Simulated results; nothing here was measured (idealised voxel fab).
This is a process module. Its name is voxel double patterning.
This is section cut - it's 180 nm across, gridded in 5 nm square cells.
Cross-section layout: square cells on a grid; listed as bands, top to bottom; a band spans one or more cell rows. For a band, the entry starts with two heights in nm, that of the top and then that of the bottom, and carries on with the band's materials in order from left to right, each alongside its width in nm; the word "all across" beside a single material means it fills the band edge to edge, and "blank" means empty space. Heights from 0 (as-received wafer is one material below). Bottom band endless downward, as "0..down". It should be noted that a width expressed as "30..40" varies in equal increments from row to row of cells within the band, taking the value of the first number at the top row and that of the second number at the bottom row. "remained the same" (step): cross-section cells unchanged, all of them. You'll see "Cavities, sealed" listing empty spaces that have no way open to the top, as long as they're 8 cells or more; the notation is width x height at distance, where the distance is from the left edge, and all of it is in nm. If you see something after the settings on a step's line, that's the simulator's own remark about that step. overlay nm: for a step with a mask, the amount by which the mask lay right of where it was planned; a negative amount means left of it.
Process steps (planned)
1) RECEIVE, material Si
2) CONFORMAL_DEP, material SiO2, thk nm 10
3) DIRECTIONAL_DEP, material polySi, thk nm 10
4) DIRECTIONAL_DEP, material SiN, thk nm 10
5) MASKED_ETCH, tone open, mask id FIRST, width nm 15, pitch nm 50, etch materials SiN, depth nm 10, overlay nm 0
6) DIRECTIONAL_DEP, material aC, thk nm 15
7) PATTERN, tone open, mask id SECOND, material resist, width nm 15, thk nm 35, overlay nm 0
8) DIRECTIONAL_ETCH, etch materials aC, depth nm 15
9) STRIP, etch materials resist
10) DIRECTIONAL_ETCH, etch materials SiN, depth nm 10
11) STRIP, etch materials aC
12) DIRECTIONAL_ETCH, etch materials polySi, depth nm 10
13) STRIP, etch materials SiN
First of two wafers: run as planned
Wafer at receipt (post step 1), cross-section
	0..down: Si all across
	Cavities, sealed: none
Step 2 complete: cross-section through the wafer
	10..0: SiO2 all across
	At heights below 0, the structure remains unaltered.
Step 3 complete: cross-section through the wafer
	20..10: polySi all across
	At heights below 10, the structure remains unaltered.
Step 4 complete: cross-section through the wafer
	30..20: SiN all across
	At heights below 20, the structure remains unaltered.
Step 5 complete: cross-section through the wafer
	30..20: 55 of SiN, 15 of blank, 35 of SiN, 15 of blank, 60 of SiN
	At heights below 20, the structure remains unaltered.
Step 6 complete: cross-section through the wafer
	45..35: 55 of aC, 15 of blank, 35 of aC, 15 of blank, 60 of aC
	35..30: aC all across
	30..20: 55 of SiN, 15 of aC, 35 of SiN, 15 of aC, 60 of SiN
	At heights below 20, the structure remains unaltered.
Step 7 complete: cross-section through the wafer
	80..45: 80 of resist, 15 of blank, 85 of resist
	45..35: 55 of aC, 15 of resist, 35 of aC, 15 of resist, 60 of aC
	At heights below 35, the structure remains unaltered.
Step 8 complete: cross-section through the wafer
	65..45: 80 of resist, 15 of blank, 85 of resist
	45..35: 55 of aC, 15 of resist, 10 of aC, 15 of blank, 10 of aC, 15 of resist, 60 of aC
	35..30: 80 of aC, 15 of blank, 85 of aC
	At heights below 30, the structure remains unaltered.
Step 9 complete: cross-section through the wafer
	45..35: 55 of aC, 15 of blank, 10 of aC, 15 of blank, 10 of aC, 15 of blank, 60 of aC
	At heights below 35, the structure remains unaltered.
Step 10 complete: cross-section through the wafer
	45..35: 55 of aC, 15 of blank, 10 of aC, 15 of blank, 10 of aC, 15 of blank, 60 of aC
	35..30: 80 of aC, 15 of blank, 85 of aC
	30..20: 55 of SiN, 15 of aC, 10 of SiN, 15 of blank, 10 of SiN, 15 of aC, 60 of SiN
	At heights below 20, the structure remains unaltered.
Step 11 complete: cross-section through the wafer
	30..20: 55 of SiN, 15 of blank, 10 of SiN, 15 of blank, 10 of SiN, 15 of blank, 60 of SiN
	At heights below 20, the structure remains unaltered.
Step 12 complete: cross-section through the wafer
	30..20: 55 of SiN, 15 of blank, 10 of SiN, 15 of blank, 10 of SiN, 15 of blank, 60 of SiN
	20..10: 55 of polySi, 15 of blank, 10 of polySi, 15 of blank, 10 of polySi, 15 of blank, 60 of polySi
	At heights below 10, the structure remains unaltered.
Step 13 complete: cross-section through the wafer
	20..10: 55 of polySi, 15 of blank, 10 of polySi, 15 of blank, 10 of polySi, 15 of blank, 60 of polySi
	At heights below 10, the structure remains unaltered.
Here the second wafer is described. Its start and its plan were those of the first wafer. Its run contained one mistake. Up to and including step 5, it did exactly what the first wafer did
Second wafer, section view, time point: scheduled end of step 6
	45..35: 55 of polySi, 15 of blank, 35 of polySi, 15 of blank, 60 of polySi
	35..30: polySi all across
	30..20: 55 of SiN, 15 of polySi, 35 of SiN, 15 of polySi, 60 of SiN
	At heights below 20, the structure remains unaltered.
Second wafer, section view, time point: scheduled end of step 7
	80..45: 80 of resist, 15 of blank, 85 of resist
	45..35: 55 of polySi, 15 of resist, 35 of polySi, 15 of resist, 60 of polySi
	At heights below 35, the structure remains unaltered.
Second wafer, section view, time point: scheduled end of step 8
	65..45: 80 of resist, 15 of blank, 85 of resist
	At heights below 45, the structure remains unaltered.
Second wafer, section view, time point: scheduled end of step 9
	45..35: 55 of polySi, 15 of blank, 35 of polySi, 15 of blank, 60 of polySi
	At heights below 35, the structure remains unaltered.
Second wafer, section view, time point: scheduled end of step 10: remained the same
Second wafer, section view, time point: scheduled end of step 11: remained the same
Second wafer, section view, time point: scheduled end of step 12
	35..30: 55 of polySi, 15 of blank, 35 of polySi, 15 of blank, 60 of polySi
	30..25: 55 of SiN, 15 of blank, 35 of SiN, 15 of blank, 60 of SiN
	At heights below 25, the structure remains unaltered.
Second wafer, section view, time point: scheduled end of step 13
	25..20: 55 of blank, 15 of polySi, 35 of blank, 15 of polySi, 60 of blank
	At heights below 20, the structure remains unaltered.
In executing the process, a mistake was made relative to the plan: step 6 went in with a setting other than planned; the actual run was DIRECTIONAL_DEP, material polySi, thk nm 15
Materials where the second wafer ends with more or fewer cells than the first: polySi +24
